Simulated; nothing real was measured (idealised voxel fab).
process module | voxel lift off
Each square cell in cross-section cut measures 5 nm, and the section as a whole is 145 nm wide.
If you're reading a cross-section in this doc, picture square cells in a grid; it comes to you as bands, top ones listed first down to the bottom, and a band can be one or more rows of cells. For a band, the entry starts with two heights in nm, that of the top and then that of the bottom, and carries on with the band's materials in order from left to right, each alongside its width in nm; the word "everywhere" beside a single material means it fills the band edge to edge, and "air" means empty space. It should be noted that heights are counted from 0, beneath which the wafer as supplied is of one material throughout, and that the lowest band possesses no lower boundary but continues downward, as written in "from 0 down". Graded width ("30 to 40"): value in top row of band = first number; value in bottom row = second number; row-to-row change constant. Where a step carries "stayed the same", the cross-section came out of it unchanged, cell for cell. The entry "Voids, enclosed" lists the empty spaces that cover at least 8 cells and have no open path to the top. Each is written as width x height at distance, where the distance is measured from the left edge and all three values are in nm. Text after the settings on a step's line: the simulator's own remark on that step. overlay nm: mask right of planned place by this much (step with mask). Neg. = left.
THE PROCESS STEPS THAT WERE PLANNED ARE LISTED BELOW
1) RECEIVE, material Si
2) CONFORMAL_DEP, material SiN, thk nm 15
3) PATTERN, tone open, mask id LINES, material resist, width nm 15, pitch nm 30, thk nm 25, overlay nm 0
4) DIRECTIONAL_DEP, material Ru, thk nm 10
5) STRIP, etch materials resist
6) CONFORMAL_DEP, material SiO2, thk nm 10
INCOMING WAFER IN CROSS-SECTION (STATE: AFTER STEP 1)
> from 0 down = Si everywhere
> Voids, enclosed: none
MODULE COMPLETE - CROSS-SECTION OF THE FIRST OF TWO WAFERS, RUN ACCORDING TO PLAN
> from 35 to 25 = 10 of air, then 125 of SiO2, then 10 of air
> from 25 to 15 = 20 of SiO2, then 15 of Ru, then 15 of SiO2, then 15 of Ru, then 15 of SiO2, then 15 of Ru, then 15 of SiO2, then 15 of Ru, then 20 of SiO2
> from 15 to 0 = SiN everywhere
> from 0 down = Si everywhere
> Voids, enclosed: none
MODULE END: CROSS-SECTION OF WAFER TWO OF TWO. SAME START AND PROCESS PLAN AS THE FIRST WAFER. ONE MISTAKE DURING EXECUTION
> from 50 to 40 = 10 of air, then 125 of SiO2, then 10 of air
> from 40 to 30 = 20 of SiO2, then 15 of Ru, then 15 of SiO2, then 15 of Ru, then 15 of SiO2, then 15 of Ru, then 15 of SiO2, then 15 of Ru, then 20 of SiO2
> from 30 to 0 = SiN everywhere
> from 0 down = Si everywhere
> Voids, enclosed: none
Deviation noted in wafer processing: step 2 of the plan was carried out twice
Final comparison by cell count, materials where the second wafer has more or fewer than the first: SiN +87
